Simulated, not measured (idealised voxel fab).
The following process module bears the name voxel double patterning.
We display cut, a cross-section 295 nm in width whose square cells are each 5 nm.
We lay out every cross-section as a grid of square cells and spell it out in bands from the top down, where one band means one or more rows of cells. Band: top height; bottom height; in nm. Then, left to right: material with width in nm, for each material. "full width": a single material spanning edge to edge. "air": empty space. Measure heights from 0. That's the level where, below it, the as-received wafer is all one material. The lowest band is bottomless and extends downward; write it as in "z 0 and below". The two numbers in a width such as "30..40" mark its ends across the band: the first belongs to the top row of cells, the second to the bottom row, and from each row to the next the width moves by the same amount. "no change occurred" for a step: no cell of the cross-section changed in that step. Entry "Closed internal voids" = empty spaces >= 8 cells with no open way to the top; each as width x height at distance, distance from left edge, all nm. Step line, after settings: the simulator's comment on this step. Among the settings permitted on a step's line is "overlay nm"; applied to a step with a mask, it specifies the extent to which the mask lay to the right of its planned position, whereas a negative figure signifies a position to the left.

### Listed below are the process steps as planned
1 RECEIVE (material Si)
2 CONFORMAL_DEP (material SiO2; thk nm 10)
3 DIRECTIONAL_DEP (material polySi; thk nm 15)
4 DIRECTIONAL_DEP (material SiCN; thk nm 10)
5 MASKED_ETCH (tone open; mask id FIRST; width nm 15; pitch nm 50; etch materials SiCN; depth nm 10; overlay nm 0)
6 DIRECTIONAL_DEP (material aC; thk nm 15)
7 PATTERN (tone open; mask id SECOND; material resist; width nm 15; pitch nm 50; thk nm 35; overlay nm 0)
8 DIRECTIONAL_ETCH (etch materials aC; depth nm 15)
9 STRIP (etch materials resist)
10 DIRECTIONAL_ETCH (etch materials SiCN; depth nm 10)
11 STRIP (etch materials aC)
12 DIRECTIONAL_ETCH (etch materials polySi; depth nm 15)
13 STRIP (etch materials SiCN)

### The first of two wafers, run as planned

### Cross-section: wafer on arrival = after step 1
- z 0 and below | Si full width
- Closed internal voids: none

### Once step 2 is through, the wafer looks like this in cross-section
- z 10 to 0 | SiO2 full width
- Rest of section, below 0: as before.

### Once step 3 is through, the wafer looks like this in cross-section
- z 25 to 10 | polySi full width
- Rest of section, below 10: as before.

### Once step 4 is through, the wafer looks like this in cross-section
- z 35 to 25 | SiCN full width
- Rest of section, below 25: as before.

### Once step 5 is through, the wafer looks like this in cross-section
- z 35 to 25 | SiCN 90 nm / air 15 nm / SiCN 35 nm / air 15 nm / SiCN 35 nm / air 15 nm / SiCN 90 nm
- Rest of section, below 25: as before.

### Once step 6 is through, the wafer looks like this in cross-section
- z 50 to 40 | aC 90 nm / air 15 nm / aC 35 nm / air 15 nm / aC 35 nm / air 15 nm / aC 90 nm
- z 40 to 35 | aC full width
- z 35 to 25 | SiCN 90 nm / aC 15 nm / SiCN 35 nm / aC 15 nm / SiCN 35 nm / aC 15 nm / SiCN 90 nm
- Rest of section, below 25: as before.

### Once step 7 is through, the wafer looks like this in cross-section
- z 85 to 50 | resist 115 nm / air 15 nm / resist 35 nm / air 15 nm / resist 115 nm
- z 50 to 40 | aC 90 nm / resist 15 nm / aC 35 nm / resist 15 nm / aC 35 nm / resist 15 nm / aC 90 nm
- Rest of section, below 40: as before.

### Once step 8 is through, the wafer looks like this in cross-section
- z 70 to 50 | resist 115 nm / air 15 nm / resist 35 nm / air 15 nm / resist 115 nm
- z 50 to 40 | aC 90 nm / resist 15 nm / aC 10 nm / air 15 nm / aC 10 nm / resist 15 nm / aC 10 nm / air 15 nm / aC 10 nm / resist 15 nm / aC 90 nm
- z 40 to 35 | aC 115 nm / air 15 nm / aC 35 nm / air 15 nm / aC 115 nm
- Rest of section, below 35: as before.

### Once step 9 is through, the wafer looks like this in cross-section
- z 50 to 40 | aC 90 nm / air 15 nm / aC 10 nm / air 15 nm / aC 10 nm / air 15 nm / aC 10 nm / air 15 nm / aC 10 nm / air 15 nm / aC 90 nm
- Rest of section, below 40: as before.

### Once step 10 is through, the wafer looks like this in cross-section
- z 50 to 40 | aC 90 nm / air 15 nm / aC 10 nm / air 15 nm / aC 10 nm / air 15 nm / aC 10 nm / air 15 nm / aC 10 nm / air 15 nm / aC 90 nm
- z 40 to 35 | aC 115 nm / air 15 nm / aC 35 nm / air 15 nm / aC 115 nm
- z 35 to 25 | SiCN 90 nm / aC 15 nm / SiCN 10 nm / air 15 nm / SiCN 10 nm / aC 15 nm / SiCN 10 nm / air 15 nm / SiCN 10 nm / aC 15 nm / SiCN 90 nm
- Rest of section, below 25: as before.

### Once step 11 is through, the wafer looks like this in cross-section
- z 35 to 25 | SiCN 90 nm / air 15 nm / SiCN 10 nm / air 15 nm / SiCN 10 nm / air 15 nm / SiCN 10 nm / air 15 nm / SiCN 10 nm / air 15 nm / SiCN 90 nm
- Rest of section, below 25: as before.

### Once step 12 is through, the wafer looks like this in cross-section
- z 35 to 25 | SiCN 90 nm / air 15 nm / SiCN 10 nm / air 15 nm / SiCN 10 nm / air 15 nm / SiCN 10 nm / air 15 nm / SiCN 10 nm / air 15 nm / SiCN 90 nm
- z 25 to 10 | polySi 90 nm / air 15 nm / polySi 10 nm / air 15 nm / polySi 10 nm / air 15 nm / polySi 10 nm / air 15 nm / polySi 10 nm / air 15 nm / polySi 90 nm
- Rest of section, below 10: as before.

### Once step 13 is through, the wafer looks like this in cross-section
- z 25 to 10 | polySi 90 nm / air 15 nm / polySi 10 nm / air 15 nm / polySi 10 nm / air 15 nm / polySi 10 nm / air 15 nm / polySi 10 nm / air 15 nm / polySi 90 nm
- Rest of section, below 10: as before.

### Notes, second wafer: start = first wafer's, plan = first wafer's, execution had one mistake; history identical to first through step 8

### Here is the second wafer in cross-section at the point where step 9 of the plan should have been done
- z 70 to 50 | resist 115 nm / air 15 nm / resist 35 nm / air 15 nm / resist 115 nm
- z 50 to 40 | aC 90 nm / resist 15 nm / aC 10 nm / air 15 nm / aC 10 nm / resist 15 nm / aC 10 nm / air 15 nm / aC 10 nm / resist 15 nm / aC 90 nm
- z 40 to 35 | aC 115 nm / air 15 nm / aC 35 nm / air 15 nm / aC 115 nm
- z 35 to 25 | SiCN 90 nm / aC 15 nm / air 35 nm / aC 15 nm / air 35 nm / aC 15 nm / SiCN 90 nm
- Rest of section, below 25: as before.

Here is the second wafer in cross-section at the point where step 10 of the plan should have been done: no change occurred

### Here is the second wafer in cross-section at the point where step 11 of the plan should have been done
- z 35 to 25 | SiCN 90 nm / air 115 nm / SiCN 90 nm
- Rest of section, below 25: as before.

### Here is the second wafer in cross-section at the point where step 12 of the plan should have been done
- z 35 to 25 | SiCN 90 nm / air 115 nm / SiCN 90 nm
- z 25 to 10 | polySi 90 nm / air 115 nm / polySi 90 nm
- Rest of section, below 10: as before.

### Here is the second wafer in cross-section at the point where step 13 of the plan should have been done
- z 25 to 10 | polySi 90 nm / air 115 nm / polySi 90 nm
- Rest of section, below 10: as before.
The mistake made against the process plan was this: step 9 was not run as planned; what actually ran was STRIP (etch materials SiCN)
Wafer comparison, final, in cells, second relative to first, materials more or fewer: 24 fewer of polySi
